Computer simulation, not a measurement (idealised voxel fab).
process module | voxel transistor to metal
cross-section cut | 155 nm wide | cells 5 nm
A cross-section is a grid of square cells, given in bands from the top down. A band is one or more rows of cells.
Each band's line starts with the height of the band's top and of its bottom, in nm. Then come its materials from left to right, each with its width in nm. One material with "throughout" fills the band from edge to edge. "air" is empty space.
Height 0 is the level under which the wafer as received is all one material. The lowest band goes on downwards, as in "0 down".
A width such as "30 to 40" changes by the same amount from each row of cells to the next, from the band's top row to its bottom row.
"no change" after a step means that no cell of the cross-section changed.
closed voids: empty space of 8 cells or more with no open way to the top, each as width x height at its distance from the left edge, in nm
after a step's settings: what the simulator itself notes on the step
overlay nm, on a step with a mask: how far to the right of its planned place the mask lay; to the left if negative
plan
1 op RECEIVE | material Si
2 op OXIDIZE | depth nm 5
3 op CONFORMAL_DEP | material SiN | thk nm 10
4 op MASKED_ETCH | tone cover | mask id ACTIVE | width nm 105 | etch materials SiN | depth nm 10 | overlay nm 0
5 op MASKED_ETCH | tone cover | mask id ACTIVE | width nm 105 | etch materials SiO2 | depth nm 5 | overlay nm 0
6 op MASKED_ETCH | tone cover | mask id ACTIVE | width nm 105 | etch materials Si | depth nm 25 | overlay nm 0
7 op OXIDIZE | depth nm 5
8 op FILL_DEP | material SiO2 | thk nm 5
9 op CMP | height nm 10
10 op SELECTIVE_ETCH | etch materials SiO2 | depth nm 10
11 op STRIP | etch materials SiN
12 op SELECTIVE_ETCH | etch materials SiO2 | depth nm 5
13 op OXIDIZE | depth nm 5
14 op DIRECTIONAL_DEP | material polySi | thk nm 30
15 op DIRECTIONAL_DEP | material SiCN | thk nm 15
16 op DIRECTIONAL_DEP | material aC | thk nm 15
17 op PATTERN | tone cover | mask id GATE | material resist | width nm 25 | thk nm 30 | overlay nm 0
18 op DIRECTIONAL_ETCH | etch materials aC | depth nm 15
19 op STRIP | etch materials resist
20 op DIRECTIONAL_ETCH | etch materials SiCN | depth nm 25
21 op DIRECTIONAL_ETCH | etch materials polySi | depth nm 40
22 op STRIP | etch materials aC
23 op CONFORMAL_DEP | material SiO2 | thk nm 5
24 op DIRECTIONAL_ETCH | etch materials SiO2 | depth nm 5
25 op CONFORMAL_DEP | material SiN | thk nm 5
26 op DIRECTIONAL_ETCH | etch materials SiN | depth nm 5
27 op DIRECTIONAL_ETCH | etch materials SiO2 | depth nm 5
28 op EPI | material nSi | thk nm 5
29 op FILL_DEP | material SiO2 | thk nm 10
30 op CMP | height nm 25
31 op STRIP | etch materials polySi
32 op SELECTIVE_ETCH | etch materials SiO2 | depth nm 5
33 op CONFORMAL_DEP | material HfO2 | thk nm 5
34 op CONFORMAL_DEP | material TiN | thk nm 5
35 op FILL_DEP | material W | thk nm 5
36 op CMP | height nm 20
37 op DIRECTIONAL_DEP | material SiO2 | thk nm 15
38 op DIRECTIONAL_DEP | material aC | thk nm 15
39 op PATTERN | tone open | mask id CONTACT | material resist | width nm 20 | pitch nm 75 | thk nm 35 | overlay nm 0
40 op DIRECTIONAL_ETCH | etch materials aC | depth nm 15
41 op STRIP | etch materials resist
42 op DIRECTIONAL_ETCH | etch materials SiO2 | depth nm 40
43 op STRIP | etch materials aC
44 op CONFORMAL_DEP | material TiN | thk nm 5
45 op FILL_DEP | material W | thk nm 5
46 op CMP | height nm 35
47 op CONFORMAL_DEP | material SiCN | thk nm 5
48 op DIRECTIONAL_DEP | material lowk | thk nm 25
49 op PATTERN | tone open | mask id METAL_1 | material resist | width nm 20 | pitch nm 75 | thk nm 20 | overlay nm 0
50 op DIRECTIONAL_ETCH | etch materials lowk | depth nm 25
51 op DIRECTIONAL_ETCH | etch materials SiCN | depth nm 5
52 op STRIP | etch materials resist
53 op CONFORMAL_DEP | material TiN | thk nm 5
54 op FILL_DEP | material Ru | thk nm 5
55 op CMP | height nm 65
56 op EPI | material Ru | thk nm 5
57 op FILL_DEP | material SiCN | thk nm 5
58 op DIRECTIONAL_DEP | material SiO2 | thk nm 30
59 op PATTERN | tone open | mask id METAL_2_HOLES | material resist | width nm 15 | pitch nm 75 | thk nm 15 | overlay nm 0
60 op DIRECTIONAL_ETCH | etch materials SiO2 | depth nm 30
61 op STRIP | etch materials resist
62 op DIRECTIONAL_DEP | material aC | thk nm 10
63 op PATTERN | tone open | mask id METAL_2 | material resist | width nm 20 | pitch nm 75 | thk nm 25 | overlay nm 0
64 op DIRECTIONAL_ETCH | etch materials aC | depth nm 10
65 op STRIP | etch materials resist
66 op DIRECTIONAL_ETCH | etch materials SiO2 | depth nm 15
67 op DIRECTIONAL_ETCH | etch materials SiCN | depth nm 5
68 op STRIP | etch materials aC
69 op CONFORMAL_DEP | material TiN | thk nm 5
70 op FILL_DEP | material Cu | thk nm 10
71 op CMP | height nm 105
72 op CONFORMAL_DEP | material SiCN | thk nm 5
as received, after step 1
  0 down: Si throughout
  closed voids: none
first wafer at the end, as planned
  110 to 105: SiCN throughout
  105 to 95: SiO2 30 | TiN 5 | Cu 10 | TiN 5 | SiO2 55 | TiN 5 | Cu 10 | TiN 5 | SiO2 30
  95 to 90: SiO2 30 | TiN 5 | Cu 5 | TiN 10 | SiO2 55 | TiN 5 | Cu 5 | TiN 10 | SiO2 30
  90 to 75: SiO2 30 | TiN 5 | Cu 5 | TiN 5 | SiO2 60 | TiN 5 | Cu 5 | TiN 5 | SiO2 35
  75 to 70: SiCN 30 | TiN 15 | SiCN 60 | TiN 15 | SiCN 35
  70 to 65: SiCN 25 | Ru 30 | SiCN 45 | Ru 30 | SiCN 25
  65 to 40: lowk 30 | TiN 5 | Ru 10 | TiN 5 | lowk 55 | TiN 5 | Ru 10 | TiN 5 | lowk 30
  40 to 35: SiCN 30 | TiN 20 | SiCN 55 | TiN 20 | SiCN 30
  35 to 20: SiO2 30 | TiN 5 | W 10 | TiN 5 | SiO2 55 | TiN 5 | W 10 | TiN 5 | SiO2 30
  20 to 0: SiO2 30 | TiN 5 | W 10 | TiN 5 | SiO2 5 | SiN 5 | HfO2 5 | TiN 5 | W 15 | TiN 5 | HfO2 5 | SiN 5 | SiO2 5 | TiN 5 | W 10 | TiN 5 | SiO2 30
  0 to -5: SiO2 30 | TiN 20 | SiO2 5 | SiN 5 | HfO2 5 | TiN 25 | HfO2 5 | SiN 5 | SiO2 5 | TiN 20 | SiO2 30
  -5 to -10: SiO2 25 | nSi 30 | SiO2 5 | HfO2 35 | SiO2 5 | nSi 30 | SiO2 25
  -10 to -35: SiO2 30 | Si 95 | SiO2 30
  -35 down: Si throughout
  closed voids: none
second wafer at the end: like start, like plan, one mistake
  110 to 105: SiCN throughout
  105 to 95: SiO2 30 | TiN 5 | Cu 10 | TiN 5 | SiO2 55 | TiN 5 | Cu 10 | TiN 5 | SiO2 30
  95 to 90: SiO2 30 | TiN 5 | Cu 5 | TiN 10 | SiO2 55 | TiN 5 | Cu 5 | TiN 10 | SiO2 30
  90 to 75: SiO2 30 | TiN 5 | Cu 5 | TiN 5 | SiO2 60 | TiN 5 | Cu 5 | TiN 5 | SiO2 35
  75 to 70: SiCN 30 | TiN 15 | SiCN 60 | TiN 15 | SiCN 35
  70 to 65: Ru 35 | SiCN 10 | Ru 65 | SiCN 10 | Ru 35
  65 to 40: Ru 25 | TiN 5 | lowk 20 | TiN 5 | Ru 45 | TiN 5 | lowk 20 | TiN 5 | Ru 25
  40 to 35: TiN 30 | SiCN 20 | TiN 55 | SiCN 20 | TiN 30
  35 to 20: SiO2 30 | TiN 5 | W 10 | TiN 5 | SiO2 55 | TiN 5 | W 10 | TiN 5 | SiO2 30
  20 to 0: SiO2 30 | TiN 5 | W 10 | TiN 5 | SiO2 5 | SiN 5 | HfO2 5 | TiN 5 | W 15 | TiN 5 | HfO2 5 | SiN 5 | SiO2 5 | TiN 5 | W 10 | TiN 5 | SiO2 30
  0 to -5: SiO2 30 | TiN 20 | SiO2 5 | SiN 5 | HfO2 5 | TiN 25 | HfO2 5 | SiN 5 | SiO2 5 | TiN 20 | SiO2 30
  -5 to -10: SiO2 25 | nSi 30 | SiO2 5 | HfO2 35 | SiO2 5 | nSi 30 | SiO2 25
  -10 to -35: SiO2 30 | Si 95 | SiO2 30
  -35 down: Si throughout
  closed voids: none
what went wrong: step 49 ran as: op PATTERN | tone cover | mask id METAL_1 | material resist | width nm 20 | pitch nm 75 | thk nm 20 | overlay nm 0
at the end the second wafer has, in cells: 90 more of Ru | 30 fewer of SiCN | 15 more of TiN | 75 fewer of lowk
